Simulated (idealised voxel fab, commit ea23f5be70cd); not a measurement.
Process module under the name voxel spacer lines
In the cross-section labelled cut, the width is 200 nm and each square cell is 5 nm.
Throughout this document, each cross-section is represented as a grid of square cells and is presented as a sequence of bands enumerated from the top downward, where a band comprises one or more rows of cells. Top height, bottom height, nm. Materials left to right, width each, nm. Single material + "all across" = fills band edge to edge. "air" = empty. Basically, 0 is our baseline, since under it the wafer straight out of the box is all one material. The bottom band has no lower end and keeps on going down, so it looks like "0 and below". When a width is written as two numbers, as in "30 to 40", the first number is the width in the top row of cells of the band and the second is the width in its bottom row, and the width changes by the same amount from each row to the next. "nothing altered" (step): cross-section cells unchanged, all of them. Sealed void inventory: empty space of 8 cells or more with no open way to the top, each as width x height at its distance from the left edge, in nm. Heads up: the bit after the settings on a step's line is the simulator's remark on that step. "overlay nm" denotes, for a step that has a mask, the displacement of the mask to the right of its planned place, with negative values corresponding to the left.
Listed below are the process steps as planned
- 1: RECEIVE with material Si
- 2: CONFORMAL_DEP with material Al2O3, thk nm 10
- 3: DIRECTIONAL_DEP with material TiN, thk nm 15
- 4: DIRECTIONAL_DEP with material aC, thk nm 20
- 5: PATTERN with tone cover, mask id MANDREL, material resist, width nm 25, pitch nm 70, thk nm 25, overlay nm 0
- 6: DIRECTIONAL_ETCH with etch materials aC, depth nm 20
- 7: STRIP with etch materials resist
- 8: CONFORMAL_DEP with material SiO2, thk nm 10
- 9: DIRECTIONAL_ETCH with etch materials SiO2, depth nm 5
- 10: STRIP with etch materials aC
- 11: DIRECTIONAL_ETCH with etch materials TiN, depth nm 15
- 12: STRIP with etch materials SiO2
Wafers differ in depth nm at step 9; plan lists the first wafer's value; identical starting state.
Cross-section of the first of several received wafers, showing its state after step 1
0 and below | Si all across
Sealed void inventory: none
Quick look at the cross-section of the first of several wafers after step 12, which wraps up the module
45 down to 25 | air 15 / aC 25 / air 45 / aC 25 / air 45 / aC 25 / air 20
25 down to 10 | TiN all across
10 down to 0 | Al2O3 all across
0 and below | Si all across
Sealed void inventory: none
Last wafer at the end
25 down to 10 | air 5 / TiN 10 / air 25 / TiN 10 / air 25 / TiN 10 / air 25 / TiN 10 / air 25 / TiN 10 / air 25 / TiN 10 / air 10
10 down to 0 | Al2O3 all across
0 and below | Si all across
Sealed void inventory: none
So in this table every wafer gets its own row, and what you see is where it stands at the end of the module: for each material, how many cells it picked up (+) or gave up (-) since we received it, and after that its closed voids
depth nm 5; +80 Al2O3; +120 TiN; +60 aC; Sealed void inventory: none
depth nm 10; +80 Al2O3; +36 TiN; Sealed void inventory: none
depth nm 15; +80 Al2O3; +36 TiN; Sealed void inventory: none
depth nm 20; +80 Al2O3; +36 TiN; Sealed void inventory: none
depth nm 25; +80 Al2O3; +36 TiN; Sealed void inventory: none
